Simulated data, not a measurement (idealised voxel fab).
Name of the process module below: voxel ribs on slabs
Cross-sectional view cut (width: 230 nm; square cell size: 5 nm).
A cross-section is written here as square cells arranged in a grid, and it is given in bands from the top down, each band taking up one or more rows of cells. A band entry consists of two parts. The first gives the height of the band's top and the height of its bottom, in nm. The rest lists the band's materials from left to right, each with its width in nm. A single material labelled with the word "edge to edge" fills the band from edge to edge, and the word "empty" marks empty space. All heights in this document are referenced to 0, defined as the level beneath which the wafer, as received, consists entirely of one material. The lowest band is not bounded below; it extends indefinitely downward and is written in the form "0 -> down". Think of "30->40" as a width that walks from the first number to the second as you go down the band, top row to bottom row, taking equal-sized steps from row to row. Step marked "identical to before"? Then no cell in the cross-section changed in it. "Closed void entries" contains a list of empty spaces, each no smaller than 8 cells and without an open way to the top, written in the form width x height at distance with the distance from the left edge and all three in nm. It should be noted that, on the line of a given step, the content following the step's settings is a remark produced by the simulator itself with respect to that step. The setting "overlay nm" may be written on the line of a step. When the step uses a mask, the value reports how far to the right of the planned place the mask lay, and a negative value reports that it lay to the left.
Process steps (planned):
1,RECEIVE,material Si
2,DIRECTIONAL_DEP,material SiO2,thk nm 25
3,DIRECTIONAL_DEP,material SiN,thk nm 20
4,PATTERN,tone cover,mask id RIB,material resist,width nm 20,thk nm 15,overlay nm 0
5,DIRECTIONAL_ETCH,etch materials SiN,depth nm 5
6,STRIP,etch materials resist
7,PATTERN,tone cover,mask id SLAB,material resist,width nm 50,thk nm 20,overlay nm 0
8,DIRECTIONAL_ETCH,etch materials SiN,depth nm 15
9,STRIP,etch materials resist
10,FILL_DEP,material SiO2,thk nm 15
11,CMP,height nm 55
12,DIRECTIONAL_DEP,material W,thk nm 5
13,PATTERN,tone cover,mask id HEATER,material resist,width nm 30,thk nm 20,overlay nm 0
14,DIRECTIONAL_ETCH,etch materials W,depth nm 5
15,STRIP,etch materials resist
16,CONFORMAL_DEP,material SiN,thk nm 10
Step 1 complete: cross-section of the wafer as received:
  0 -> down | Si edge to edge
  Closed void entries: none
Cross-sectional view of the first of the two wafers upon completion of the module, processed in accordance with the plan:
  70 -> 65 | empty (90) | SiN (50) | empty (90)
  65 -> 60 | SiN edge to edge
  60 -> 55 | SiN (100) | W (30) | SiN (100)
  55 -> 45 | SiO2 edge to edge
  45 -> 40 | SiO2 (105) | SiN (20) | SiO2 (105)
  40 -> 25 | SiO2 (90) | SiN (50) | SiO2 (90)
  25 -> 0 | SiO2 edge to edge
  0 -> down | Si edge to edge
  Closed void entries: none
So this is wafer number two of the two, cut at the end of the module - it started where the first did and had the same plan, we just got one thing wrong running it:
  70 -> 65 | empty (90) | SiN (50) | empty (90)
  65 -> 60 | SiN edge to edge
  60 -> 55 | SiN (100) | W (30) | SiN (100)
  55 -> 45 | SiO2 edge to edge
  45 -> 40 | SiO2 (110) | SiN (15) | SiO2 (105)
  40 -> 25 | SiO2 (90) | SiN (50) | SiO2 (90)
  25 -> 0 | SiO2 edge to edge
  0 -> down | Si edge to edge
  Closed void entries: none
Which mistake was made when the wafer was run? the process deviated at step 4: the operation and settings actually run there were PATTERN,tone cover,mask id RIB,material resist,width nm 15,thk nm 15,overlay nm 0
Once processing is complete, comparing cell counts shows that the second wafer has more or fewer of certain materials than the first: SiN -1 | SiO2 +1
